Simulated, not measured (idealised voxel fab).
The following is a process module called voxel self aligned vias.
Xsec cut, 170 nm wide, square cell size 5 nm.
Throughout this document, each cross-section is represented as a grid of square cells and is presented as a sequence of bands enumerated from the top downward, where a band comprises one or more rows of cells. Read a band's entry like this: the first values are the height of its top and the height of its bottom in nm, and what follows is the sequence of materials from left to right, each with its width in nm. Note that "blank" is empty space, and that a single material marked "all across" reaches across the band from edge to edge. Convention: height 0 is the level below which the wafer, as received, is all one material. The lowest band does not terminate at the bottom but continues downward, represented as "from 0 down". It should be noted that a width expressed as "30..40" varies in equal increments from row to row of cells within the band, taking the value of the first number at the top row and that of the second number at the bottom row. "all unchanged" after a step means that no cell of the cross-section changed. Heads up: "Closed void list" only lists the empty pockets with no open path to the top that are 8 cells or more, and it writes them as width x height at distance, distance from the left edge, in nm. On each step's line, the part that comes after the settings is the simulator's own comment on the step. "overlay nm" denotes, for a step that has a mask, the displacement of the mask to the right of its planned place, with negative values corresponding to the left.

[plan]
1: op RECEIVE | material Si
2: op CONFORMAL_DEP | material SiO2 | thk nm 15
3: op CONFORMAL_DEP | material SiCN | thk nm 5
4: op DIRECTIONAL_DEP | material lowk | thk nm 30
5: op DIRECTIONAL_DEP | material aC | thk nm 15
6: op PATTERN | tone open | mask id LINES | material resist | width nm 30 | pitch nm 60 | thk nm 30 | overlay nm 0
7: op DIRECTIONAL_ETCH | etch materials aC | depth nm 15
8: op STRIP | etch materials resist
9: op DIRECTIONAL_ETCH | etch materials lowk | depth nm 30
10: op STRIP | etch materials aC
11: op CONFORMAL_DEP | material TiN | thk nm 5
12: op FILL_DEP | material Ru | thk nm 5
13: op CMP | height nm 50
14: op SELECTIVE_ETCH | etch materials W Ru TiN | depth nm 5
15: op FILL_DEP | material SiN | thk nm 5
16: op CMP | height nm 50
17: op DIRECTIONAL_DEP | material lowk | thk nm 20
18: op DIRECTIONAL_DEP | material aC | thk nm 10
19: op PATTERN | tone open | mask id VIAS | material resist | width nm 40 | thk nm 25 | overlay nm 0
20: op DIRECTIONAL_ETCH | etch materials aC | depth nm 10
21: op STRIP | etch materials resist
22: op DIRECTIONAL_ETCH | etch materials lowk | depth nm 20
23: op DIRECTIONAL_ETCH | etch materials SiN | depth nm 5
24: op STRIP | etch materials aC
25: op CONFORMAL_DEP | material TiN | thk nm 5
26: op FILL_DEP | material W | thk nm 10
27: op CMP | height nm 70
28: op CONFORMAL_DEP | material SiN | thk nm 5

[As-received wafer cross-section (after step 1)]
	from 0 down  Si all across
	Closed void list: none

[first wafer at the end, as planned]
	from 75 to 70  SiN all across
	from 70 to 55  lowk (35); TiN (5); W (30); TiN (5); lowk (95)
	from 55 to 50  lowk (35); TiN (10); W (20); TiN (10); lowk (95)
	from 50 to 45  lowk (40); TiN (30); lowk (30); SiN (30); lowk (40)
	from 45 to 25  lowk (40); TiN (5); Ru (20); TiN (5); lowk (30); TiN (5); Ru (20); TiN (5); lowk (40)
	from 25 to 20  lowk (40); TiN (30); lowk (30); TiN (30); lowk (40)
	from 20 to 15  SiCN all across
	from 15 to 0  SiO2 all across
	from 0 down  Si all across
	Closed void list: none

[Now the second wafer, cross-sectioned at the end of the module. Nothing different at the start, nothing different in the plan compared with the first, just one mistake when it was actually run]
	from 75 to 70  SiN all across
	from 70 to 55  lowk (35); TiN (5); W (30); TiN (5); lowk (95)
	from 55 to 50  lowk (35); TiN (40); lowk (95)
	from 50 to 45  SiN (35); TiN (5); lowk (30); TiN (5); SiN (25); lowk (30); SiN (40)
	from 45 to 25  Ru (35); TiN (5); lowk (30); TiN (5); Ru (20); TiN (5); lowk (30); TiN (5); Ru (35)
	from 25 to 20  TiN (40); lowk (30); TiN (30); lowk (30); TiN (40)
	from 20 to 15  SiCN all across
	from 15 to 0  SiO2 all across
	from 0 down  Si all across
	Closed void list: none
Run error: step 6 changed vs plan, executed as op PATTERN | tone cover | mask id LINES | material resist | width nm 30 | pitch nm 60 | thk nm 30 | overlay nm 0
Wafer comparison, final, in cells, second relative to first, materials more or fewer: Ru +40, SiN +14, TiN +10, W -4, lowk -60
